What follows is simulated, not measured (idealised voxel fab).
Proc. module: voxel gate over fins
The figure presents cross-section cut, which has a width of 270 nm and is divided into square cells with an edge length of 5 nm.
Throughout this document, each cross-section is represented as a grid of square cells and is presented as a sequence of bands enumerated from the top downward, where a band comprises one or more rows of cells.
This entry defines a band. It first specifies the height of the band's top and the height of its bottom in nm, and then specifies the band's materials from left to right, stating each material with its width in nm. The word "full width" identifies a single material that fills the band from edge to edge, while the word "empty" identifies empty space.
Below 0: as-received wafer, all one material; heights counted from there. Lowest band: no bottom, goes on down, written "0 and below".
Read "30->40" as a graded width: first number on top, second number at the bottom, same change between each pair of neighbouring rows.
The designation "no modification", where it is given for a processing step, indicates that no cell of the cross-section was altered in the course of that step.
The list in "Closed void entries" covers empty spaces of 8 cells or more that cannot reach the top through any open way, and it gives each as width x height at distance; the distance is from the left edge, and width, height and distance are in nm.
If you see something after the settings on a step's line, that's the simulator's own remark about that step.
"overlay nm" denotes, for a step that has a mask, the displacement of the mask to the right of its planned place, with negative values corresponding to the left.

[The following list gives the planned process steps]
- 1: RECEIVE, material Si
- 2: CONFORMAL_DEP, material SiN, thk nm 10
- 3: PATTERN, tone cover, mask id FINS, material resist, width nm 15, pitch nm 40, thk nm 20, overlay nm 0
- 4: DIRECTIONAL_ETCH, etch materials SiN, depth nm 10
- 5: DIRECTIONAL_ETCH, etch materials Si, depth nm 35
- 6: STRIP, etch materials resist
- 7: FILL_DEP, material SiO2, thk nm 15
- 8: CMP, height nm 10
- 9: SELECTIVE_ETCH, etch materials SiO2, depth nm 20
- 10: STRIP, etch materials SiN
- 11: CONFORMAL_DEP, material HfO2, thk nm 5
- 12: CONFORMAL_DEP, material TiN, thk nm 5
- 13: CONFORMAL_DEP, material TiAl, thk nm 5
- 14: CONFORMAL_DEP, material TiN, thk nm 5
- 15: FILL_DEP, material W, thk nm 10
- 16: CMP, height nm 25
- 17: CONFORMAL_DEP, material SiCN, thk nm 10

[First wafer, two in total, run as planned]

[Received-state cross-section, reflecting completion of step 1]
  0 and below: Si full width
  Closed void entries: none

[Cross-section of the wafer subsequent to step 2]
  10 down to 0: SiN full width
  Rest of section, below 0: as before.

[Cross-section of the wafer subsequent to step 3]
  30 down to 10: 85 nm empty | 15 nm resist | 25 nm empty | 15 nm resist | 25 nm empty | 15 nm resist | 90 nm empty
  Rest of section, below 10: as before.

[Cross-section of the wafer subsequent to step 4]
  30 down to 10: 85 nm empty | 15 nm resist | 25 nm empty | 15 nm resist | 25 nm empty | 15 nm resist | 90 nm empty
  10 down to 0: 85 nm empty | 15 nm SiN | 25 nm empty | 15 nm SiN | 25 nm empty | 15 nm SiN | 90 nm empty
  Rest of section, below 0: as before.

[Cross-section of the wafer subsequent to step 5]
  30 down to 10: 85 nm empty | 15 nm resist | 25 nm empty | 15 nm resist | 25 nm empty | 15 nm resist | 90 nm empty
  10 down to 0: 85 nm empty | 15 nm SiN | 25 nm empty | 15 nm SiN | 25 nm empty | 15 nm SiN | 90 nm empty
  0 down to -35: 85 nm empty | 15 nm Si | 25 nm empty | 15 nm Si | 25 nm empty | 15 nm Si | 90 nm empty
  Rest of section, below -35: as before.

[Cross-section of the wafer subsequent to step 6]
  10 down to 0: 85 nm empty | 15 nm SiN | 25 nm empty | 15 nm SiN | 25 nm empty | 15 nm SiN | 90 nm empty
  Rest of section, below 0: as before.

[Cross-section of the wafer subsequent to step 7]
  25 down to 10: SiO2 full width
  10 down to 0: 85 nm SiO2 | 15 nm SiN | 25 nm SiO2 | 15 nm SiN | 25 nm SiO2 | 15 nm SiN | 90 nm SiO2
  0 down to -35: 85 nm SiO2 | 15 nm Si | 25 nm SiO2 | 15 nm Si | 25 nm SiO2 | 15 nm Si | 90 nm SiO2
  Rest of section, below -35: as before.

[Cross-section of the wafer subsequent to step 8]
  10 down to 0: 85 nm SiO2 | 15 nm SiN | 25 nm SiO2 | 15 nm SiN | 25 nm SiO2 | 15 nm SiN | 90 nm SiO2
  Rest of section, below 0: as before.

[Cross-section of the wafer subsequent to step 9]
  10 down to 0: 85 nm empty | 15 nm SiN | 25 nm empty | 15 nm SiN | 25 nm empty | 15 nm SiN | 90 nm empty
  0 down to -10: 85 nm empty | 15 nm Si | 25 nm empty | 15 nm Si | 25 nm empty | 15 nm Si | 90 nm empty
  Rest of section, below -10: as before.

[Cross-section of the wafer subsequent to step 10]
  0 down to -10: 85 nm empty | 15 nm Si | 25 nm empty | 15 nm Si | 25 nm empty | 15 nm Si | 90 nm empty
  Rest of section, below -10: as before.

[Cross-section of the wafer subsequent to step 11]
  5 down to 0: 80 nm empty | 25 nm HfO2 | 15 nm empty | 25 nm HfO2 | 15 nm empty | 25 nm HfO2 | 85 nm empty
  0 down to -5: 80 nm empty | 5 nm HfO2 | 15 nm Si | 5 nm HfO2 | 15 nm empty | 5 nm HfO2 | 15 nm Si | 5 nm HfO2 | 15 nm empty | 5 nm HfO2 | 15 nm Si | 5 nm HfO2 | 85 nm empty
  -5 down to -10: 85 nm HfO2 | 15 nm Si | 25 nm HfO2 | 15 nm Si | 25 nm HfO2 | 15 nm Si | 90 nm HfO2
  Rest of section, below -10: as before.

[Cross-section of the wafer subsequent to step 12]
  10 down to 5: 75 nm empty | 35 nm TiN | 5 nm empty | 35 nm TiN | 5 nm empty | 35 nm TiN | 80 nm empty
  5 down to 0: 75 nm empty | 5 nm TiN | 25 nm HfO2 | 5 nm TiN | 5 nm empty | 5 nm TiN | 25 nm HfO2 | 5 nm TiN | 5 nm empty | 5 nm TiN | 25 nm HfO2 | 5 nm TiN | 80 nm empty
  0 down to -5: 80 nm TiN | 5 nm HfO2 | 15 nm Si | 5 nm HfO2 | 15 nm TiN | 5 nm HfO2 | 15 nm Si | 5 nm HfO2 | 15 nm TiN | 5 nm HfO2 | 15 nm Si | 5 nm HfO2 | 85 nm TiN
  Rest of section, below -5: as before.

[Cross-section of the wafer subsequent to step 13]
  15 down to 10: 70 nm empty | 125 nm TiAl | 75 nm empty
  10 down to 5: 70 nm empty | 5 nm TiAl | 35 nm TiN | 5 nm TiAl | 35 nm TiN | 5 nm TiAl | 35 nm TiN | 5 nm TiAl | 75 nm empty
  5 down to 0: 75 nm TiAl | 5 nm TiN | 25 nm HfO2 | 5 nm TiN | 5 nm TiAl | 5 nm TiN | 25 nm HfO2 | 5 nm TiN | 5 nm TiAl | 5 nm TiN | 25 nm HfO2 | 5 nm TiN | 80 nm TiAl
  Rest of section, below 0: as before.

[Cross-section of the wafer subsequent to step 14]
  20 down to 15: 65 nm empty | 135 nm TiN | 70 nm empty
  15 down to 10: 65 nm empty | 5 nm TiN | 125 nm TiAl | 5 nm TiN | 70 nm empty
  10 down to 5: 70 nm TiN | 5 nm TiAl | 35 nm TiN | 5 nm TiAl | 35 nm TiN | 5 nm TiAl | 35 nm TiN | 5 nm TiAl | 75 nm TiN
  Rest of section, below 5: as before.

[Cross-section of the wafer subsequent to step 15]
  30 down to 20: W full width
  20 down to 15: 65 nm W | 135 nm TiN | 70 nm W
  15 down to 10: 65 nm W | 5 nm TiN | 125 nm TiAl | 5 nm TiN | 70 nm W
  Rest of section, below 10: as before.

[Cross-section of the wafer subsequent to step 16]
  25 down to 20: W full width
  Rest of section, below 20: as before.

[Cross-section of the wafer subsequent to step 17]
  35 down to 25: SiCN full width
  Rest of section, below 25: as before.

[Wafer two: like wafer one in start and plan, but with one mistake in execution; identical up to and including step 2]

[X-section, second wafer, when step 3 was due to finish]
  30 down to 10: 85 nm empty | 20 nm resist | 20 nm empty | 20 nm resist | 20 nm empty | 20 nm resist | 85 nm empty
  Rest of section, below 10: as before.

[X-section, second wafer, when step 4 was due to finish]
  30 down to 10: 85 nm empty | 20 nm resist | 20 nm empty | 20 nm resist | 20 nm empty | 20 nm resist | 85 nm empty
  10 down to 0: 85 nm empty | 20 nm SiN | 20 nm empty | 20 nm SiN | 20 nm empty | 20 nm SiN | 85 nm empty
  Rest of section, below 0: as before.

[X-section, second wafer, when step 5 was due to finish]
  30 down to 10: 85 nm empty | 20 nm resist | 20 nm empty | 20 nm resist | 20 nm empty | 20 nm resist | 85 nm empty
  10 down to 0: 85 nm empty | 20 nm SiN | 20 nm empty | 20 nm SiN | 20 nm empty | 20 nm SiN | 85 nm empty
  0 down to -35: 85 nm empty | 20 nm Si | 20 nm empty | 20 nm Si | 20 nm empty | 20 nm Si | 85 nm empty
  Rest of section, below -35: as before.

[X-section, second wafer, when step 6 was due to finish]
  10 down to 0: 85 nm empty | 20 nm SiN | 20 nm empty | 20 nm SiN | 20 nm empty | 20 nm SiN | 85 nm empty
  Rest of section, below 0: as before.

[X-section, second wafer, when step 7 was due to finish]
  25 down to 10: SiO2 full width
  10 down to 0: 85 nm SiO2 | 20 nm SiN | 20 nm SiO2 | 20 nm SiN | 20 nm SiO2 | 20 nm SiN | 85 nm SiO2
  0 down to -35: 85 nm SiO2 | 20 nm Si | 20 nm SiO2 | 20 nm Si | 20 nm SiO2 | 20 nm Si | 85 nm SiO2
  Rest of section, below -35: as before.

[X-section, second wafer, when step 8 was due to finish]
  10 down to 0: 85 nm SiO2 | 20 nm SiN | 20 nm SiO2 | 20 nm SiN | 20 nm SiO2 | 20 nm SiN | 85 nm SiO2
  Rest of section, below 0: as before.

[X-section, second wafer, when step 9 was due to finish]
  10 down to 0: 85 nm empty | 20 nm SiN | 20 nm empty | 20 nm SiN | 20 nm empty | 20 nm SiN | 85 nm empty
  0 down to -10: 85 nm empty | 20 nm Si | 20 nm empty | 20 nm Si | 20 nm empty | 20 nm Si | 85 nm empty
  Rest of section, below -10: as before.

[X-section, second wafer, when step 10 was due to finish]
  0 down to -10: 85 nm empty | 20 nm Si | 20 nm empty | 20 nm Si | 20 nm empty | 20 nm Si | 85 nm empty
  Rest of section, below -10: as before.

[X-section, second wafer, when step 11 was due to finish]
  5 down to 0: 80 nm empty | 30 nm HfO2 | 10 nm empty | 30 nm HfO2 | 10 nm empty | 30 nm HfO2 | 80 nm empty
  0 down to -5: 80 nm empty | 5 nm HfO2 | 20 nm Si | 5 nm HfO2 | 10 nm empty | 5 nm HfO2 | 20 nm Si | 5 nm HfO2 | 10 nm empty | 5 nm HfO2 | 20 nm Si | 5 nm HfO2 | 80 nm empty
  -5 down to -10: 85 nm HfO2 | 20 nm Si | 20 nm HfO2 | 20 nm Si | 20 nm HfO2 | 20 nm Si | 85 nm HfO2
  Rest of section, below -10: as before.

[X-section, second wafer, when step 12 was due to finish]
  10 down to 5: 75 nm empty | 120 nm TiN | 75 nm empty
  5 down to 0: 75 nm empty | 5 nm TiN | 30 nm HfO2 | 10 nm TiN | 30 nm HfO2 | 10 nm TiN | 30 nm HfO2 | 5 nm TiN | 75 nm empty
  0 down to -5: 80 nm TiN | 5 nm HfO2 | 20 nm Si | 5 nm HfO2 | 10 nm TiN | 5 nm HfO2 | 20 nm Si | 5 nm HfO2 | 10 nm TiN | 5 nm HfO2 | 20 nm Si | 5 nm HfO2 | 80 nm TiN
  Rest of section, below -5: as before.

[X-section, second wafer, when step 13 was due to finish]
  15 down to 10: 70 nm empty | 130 nm TiAl | 70 nm empty
  10 down to 5: 70 nm empty | 5 nm TiAl | 120 nm TiN | 5 nm TiAl | 70 nm empty
  5 down to 0: 75 nm TiAl | 5 nm TiN | 30 nm HfO2 | 10 nm TiN | 30 nm HfO2 | 10 nm TiN | 30 nm HfO2 | 5 nm TiN | 75 nm TiAl
  Rest of section, below 0: as before.

[X-section, second wafer, when step 14 was due to finish]
  20 down to 15: 65 nm empty | 140 nm TiN | 65 nm empty
  15 down to 10: 65 nm empty | 5 nm TiN | 130 nm TiAl | 5 nm TiN | 65 nm empty
  10 down to 5: 70 nm TiN | 5 nm TiAl | 120 nm TiN | 5 nm TiAl | 70 nm TiN
  Rest of section, below 5: as before.

[X-section, second wafer, when step 15 was due to finish]
  30 down to 20: W full width
  20 down to 15: 65 nm W | 140 nm TiN | 65 nm W
  15 down to 10: 65 nm W | 5 nm TiN | 130 nm TiAl | 5 nm TiN | 65 nm W
  Rest of section, below 10: as before.

[X-section, second wafer, when step 16 was due to finish]
  25 down to 20: W full width
  Rest of section, below 20: as before.

[X-section, second wafer, when step 17 was due to finish]
  35 down to 25: SiCN full width
  Rest of section, below 25: as before.
The mistake made against the process plan was this: for step 3, the planned setting was not used; the step was instead run as PATTERN, tone cover, mask id FINS, material resist, width nm 20, pitch nm 40, thk nm 20, overlay nm 0
Wafer comparison, final, in cells, second relative to first, materials more or fewer: Si +21 | SiO2 -15 | TiAl -4 | W -2
